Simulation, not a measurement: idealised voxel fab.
Process module in this document: voxel capacitor over wiring
We display cut, a cross-section 295 nm in width whose square cells are each 5 nm.
In this document a cross-section is written as a grid of square cells. It is given as a series of bands, listed from the top down, and a band is one or more rows of cells.
Band entry format. Leading values: height of top, height of bottom, nm. Remainder: materials in left-to-right order, each with its width in nm. Special words: "all across" on a single material, which then fills the band edge to edge; "empty", empty space.
We count height from 0. Below that, the starting wafer is all one material. The lowest band never ends at the bottom but goes on down; see "0 and below" for how that is written.
Width: "30 to 40" (first number = top row, second number = bottom row, same change from row to row of cells).
Reading "no alteration" for a step: not a cell of the cross-section changed in it.
"Internal closed voids" - sealed voids, min. 8 cells, no opening to top; format: width x height at distance (distance from left edge; nm throughout).
Past the settings on a step's line: simulator remark, on that step.
overlay nm, on a step with a mask: how far to the right of its planned place the mask lay; to the left if negative

## plan
- 1: RECEIVE | material Si
- 2: CONFORMAL_DEP | material SiO2 | thk nm 10
- 3: CONFORMAL_DEP | material SiN | thk nm 5
- 4: DIRECTIONAL_DEP | material lowk | thk nm 25
- 5: MASKED_ETCH | tone open | mask id METAL_1 | width nm 20 | pitch nm 85 | etch materials lowk | depth nm 25 | overlay nm 0
- 6: MASKED_ETCH | tone open | mask id METAL_1 | width nm 20 | pitch nm 85 | etch materials SiN | depth nm 5 | overlay nm 0
- 7: CONFORMAL_DEP | material TiN | thk nm 5
- 8: FILL_DEP | material Cu | thk nm 5
- 9: CMP | height nm 40
- 10: CONFORMAL_DEP | material SiCN | thk nm 5
- 11: DIRECTIONAL_DEP | material lowk | thk nm 10
- 12: MASKED_ETCH | tone open | mask id PLUG_1 | width nm 15 | etch materials lowk | depth nm 10 | overlay nm 0
- 13: MASKED_ETCH | tone open | mask id PLUG_1 | width nm 15 | etch materials SiCN | depth nm 5 | overlay nm 0
- 14: EPI | material Ru | thk nm 10
- 15: EPI | material Ru | thk nm 5
- 16: DIRECTIONAL_DEP | material TiN | thk nm 10
- 17: DIRECTIONAL_DEP | material SiN | thk nm 5
- 18: DIRECTIONAL_DEP | material TiN | thk nm 5
- 19: DIRECTIONAL_DEP | material aC | thk nm 15
- 20: PATTERN | tone cover | mask id UPPER_PLATE | material resist | width nm 70 | thk nm 30 | overlay nm 0
- 21: DIRECTIONAL_ETCH | etch materials aC | depth nm 15
- 22: STRIP | etch materials resist
- 23: DIRECTIONAL_ETCH | etch materials TiN | depth nm 5
- 24: DIRECTIONAL_ETCH | etch materials SiN | depth nm 5
- 25: STRIP | etch materials aC
- 26: DIRECTIONAL_DEP | material aC | thk nm 15
- 27: PATTERN | tone cover | mask id LOWER_PLATE | material resist | width nm 80 | thk nm 30 | overlay nm 0
- 28: DIRECTIONAL_ETCH | etch materials aC | depth nm 15
- 29: STRIP | etch materials resist
- 30: DIRECTIONAL_ETCH | etch materials TiN | depth nm 10
- 31: STRIP | etch materials aC
- 32: FILL_DEP | material SiO2 | thk nm 15
- 33: CMP | height nm 85
- 34: PATTERN | tone open | mask id PLUG_2 | material resist | width nm 15 | thk nm 15 | overlay nm 0
- 35: DIRECTIONAL_ETCH | etch materials SiO2 | depth nm 10
- 36: STRIP | etch materials resist
- 37: CONFORMAL_DEP | material TiN | thk nm 5
- 38: FILL_DEP | material W | thk nm 5
- 39: CMP | height nm 85
- 40: CONFORMAL_DEP | material SiCN | thk nm 5

## Cross-section of the wafer upon arrival, representing the state reached after step 1
- 0 and below | Si all across
- Internal closed voids: none

## The first of the two wafers as seen in cross-section once the module was finished; processing followed the plan
- 90 down to 85 | SiCN all across
- 85 down to 80 | SiO2 110 nm / TiN 5 nm / W 5 nm / TiN 5 nm / SiO2 170 nm
- 80 down to 70 | SiO2 110 to 100 nm / TiN 15 to 70 nm / SiO2 170 to 125 nm
- 70 down to 65 | SiO2 100 nm / SiN 70 nm / SiO2 125 nm
- 65 down to 55 | SiO2 95 nm / TiN 80 nm / SiO2 120 nm
- 55 down to 45 | lowk 100 nm / Ru 15 nm / lowk 180 nm
- 45 down to 40 | SiCN 100 nm / Ru 15 nm / SiCN 180 nm
- 40 down to 15 | lowk 95 nm / TiN 5 nm / Cu 10 nm / TiN 5 nm / lowk 65 nm / TiN 5 nm / Cu 10 nm / TiN 5 nm / lowk 95 nm
- 15 down to 10 | SiN 95 nm / TiN 20 nm / SiN 65 nm / TiN 20 nm / SiN 95 nm
- 10 down to 0 | SiO2 all across
- 0 and below | Si all across
- Internal closed voids: none

## So this is wafer number two of the two, cut at the end of the module - it started where the first did and had the same plan, we just got one thing wrong running it
- 90 down to 85 | SiCN all across
- 85 down to 75 | SiO2 110 to 100 nm / TiN 15 to 25 nm / SiO2 170 nm
- 75 down to 70 | SiO2 100 nm / SiN 20 nm / TiN 50 nm / SiO2 125 nm
- 70 down to 65 | SiO2 95 nm / TiN 25 nm / SiN 50 nm / SiO2 125 nm
- 65 down to 60 | SiO2 95 nm / TiN 80 nm / SiO2 120 nm
- 60 down to 55 | SiO2 95 nm / Ru 25 nm / TiN 55 nm / SiO2 120 nm
- 55 down to 45 | lowk 100 nm / Ru 15 nm / lowk 180 nm
- 45 down to 40 | Cu all across
- 40 down to 15 | lowk 95 nm / TiN 5 nm / Cu 10 nm / TiN 5 nm / lowk 65 nm / TiN 5 nm / Cu 10 nm / TiN 5 nm / lowk 95 nm
- 15 down to 10 | SiN 95 nm / TiN 20 nm / SiN 65 nm / TiN 20 nm / SiN 95 nm
- 10 down to 0 | SiO2 all across
- 0 and below | Si all across
- Internal closed voids: none
Plan not followed: step 10 was processed under conditions differing from the plan, specifically as CONFORMAL_DEP | material Cu | thk nm 5
The final cell counts differ between the wafers, with the second having more or fewer of some materials than the first: Cu +59 | Ru +2 | SiCN -56 | SiO2 -3 | TiN -1 | W -1
